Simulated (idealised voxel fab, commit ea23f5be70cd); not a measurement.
process module | voxel ribs on slabs
cross-section cut | 220 nm wide | cells 5 nm
A cross-section is a grid of square cells, given in bands from the top down. A band is one or more rows of cells.
Each band's line starts with the height of the band's top and of its bottom, in nm. Then come its materials from left to right, each with its width in nm. One material with "throughout" fills the band from edge to edge. "air" is empty space.
Height 0 is the level under which the wafer as received is all one material. The lowest band goes on downwards, as in "0 down".
A width such as "30 to 40" changes by the same amount from each row of cells to the next, from the band's top row to its bottom row.
"no change" after a step means that no cell of the cross-section changed.
closed voids: empty space of 8 cells or more with no open way to the top, each as width x height at its distance from the left edge, in nm
after a step's settings: what the simulator itself notes on the step
overlay nm, on a step with a mask: how far to the right of its planned place the mask lay; to the left if negative
plan
1 op RECEIVE | material Si
2 op DIRECTIONAL_DEP | material SiO2 | thk nm 20
3 op DIRECTIONAL_DEP | material SiN | thk nm 25
4 op DIRECTIONAL_DEP | material aC | thk nm 15
5 op PATTERN | tone cover | mask id RIB | material resist | width nm 15 | thk nm 30 | overlay nm 0
6 op DIRECTIONAL_ETCH | etch materials aC | depth nm 15
7 op STRIP | etch materials resist
8 op DIRECTIONAL_ETCH | etch materials SiN | depth nm 20
9 op STRIP | etch materials aC
10 op DIRECTIONAL_DEP | material aC | thk nm 10
11 op PATTERN | tone cover | mask id SLAB | material resist | width nm 45 | thk nm 30 | overlay nm 0
12 op DIRECTIONAL_ETCH | etch materials aC | depth nm 10
13 op STRIP | etch materials resist
14 op DIRECTIONAL_ETCH | etch materials SiN | depth nm 5
15 op STRIP | etch materials aC
16 op FILL_DEP | material SiO2 | thk nm 25
17 op CMP | height nm 60
18 op DIRECTIONAL_DEP | material TiN | thk nm 5
19 op MASKED_ETCH | tone cover | mask id HEATER | width nm 25 | etch materials TiN | depth nm 5 | overlay nm 0
20 op CONFORMAL_DEP | material SiO2 | thk nm 10
as received, after step 1
  0 down: Si throughout
  closed voids: none
a wafer at the end: this start, this plan, one mistake
  75 to 70: air 80 | SiO2 55 | air 85
  70 to 65: SiO2 throughout
  65 to 60: SiO2 90 | TiN 35 | SiO2 95
  60 to 45: SiO2 throughout
  45 to 25: SiO2 100 | SiN 15 | SiO2 105
  25 to 20: SiO2 85 | SiN 45 | SiO2 90
  20 to 0: SiO2 throughout
  0 down: Si throughout
  closed voids: none
what went wrong: step 19 ran as: op MASKED_ETCH | tone cover | mask id HEATER | width nm 35 | etch materials TiN | depth nm 5 | overlay nm 0
